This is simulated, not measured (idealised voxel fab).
Name of the process module below: voxel released beams
This is section cut - it's 245 nm across, gridded in 5 nm square cells.
Just so we're on the same page, the cross-sections are grids of square cells, and they're listed out in bands top to bottom, each band one or more rows deep.
Each band's line starts with the height of the band's top and of its bottom, in nm. Then come its materials from left to right, each with its width in nm. One material with "all across" fills the band from edge to edge. "blank" is empty space.
Basically, 0 is our baseline, since under it the wafer straight out of the box is all one material. The bottom band has no lower end and keeps on going down, so it looks like "0 and below".
Per-row width for "30 to 40": begins at first number (top row of band), ends at second number (bottom row), increment between rows held constant.
Any step labelled "no change" changed none of the cells in the cross-section.
"Fully sealed voids" specifies each empty space that is not open to the top and that occupies no fewer than 8 cells, using the form width x height at distance, the distance measured from the left edge and all three quantities in nm.
Formally, on a step line, whatever follows the settings is a remark that the simulator itself makes on the step.
Regarding "overlay nm": on a step with a mask, it is the distance the mask lay to the right of its planned place; a negative value places it to the left.

### Planned step list for the process
1) RECEIVE, material Si
2) CONFORMAL_DEP, material Al2O3, thk nm 5
3) DIRECTIONAL_DEP, material SiO2, thk nm 10
4) PATTERN, tone open, mask id ANCHOR, material resist, width nm 25, thk nm 20, overlay nm 0
5) DIRECTIONAL_ETCH, etch materials SiO2, depth nm 5
6) STRIP, etch materials resist
7) CONFORMAL_DEP, material SiN, thk nm 10
8) MASKED_ETCH, tone cover, mask id BEAM, width nm 105, etch materials SiN, depth nm 10, overlay nm 0
9) STRIP, etch materials SiO2
For clarity, it should be stated that the wafers under discussion commence in an identical condition and differ with respect to the depth nm of step 5, the plan indicating the value that the first wafer had.

### The as-received cross-section of the first of several wafers corresponds to the state after step 1
0 and below = Si all across
Fully sealed voids: none

### Rows = wafers. At module end, each row lists per material the cells gained (+) or lost (-) since the wafer was received, then the closed voids
depth nm 5 | +49 Al2O3 | Fully sealed voids: none
depth nm 10 | +49 Al2O3 | +50 SiN | Fully sealed voids: none
depth nm 15 | +49 Al2O3 | +50 SiN | Fully sealed voids: none
depth nm 20 | +49 Al2O3 | +50 SiN | Fully sealed voids: none
depth nm 25 | +49 Al2O3 | +50 SiN | Fully sealed voids: none
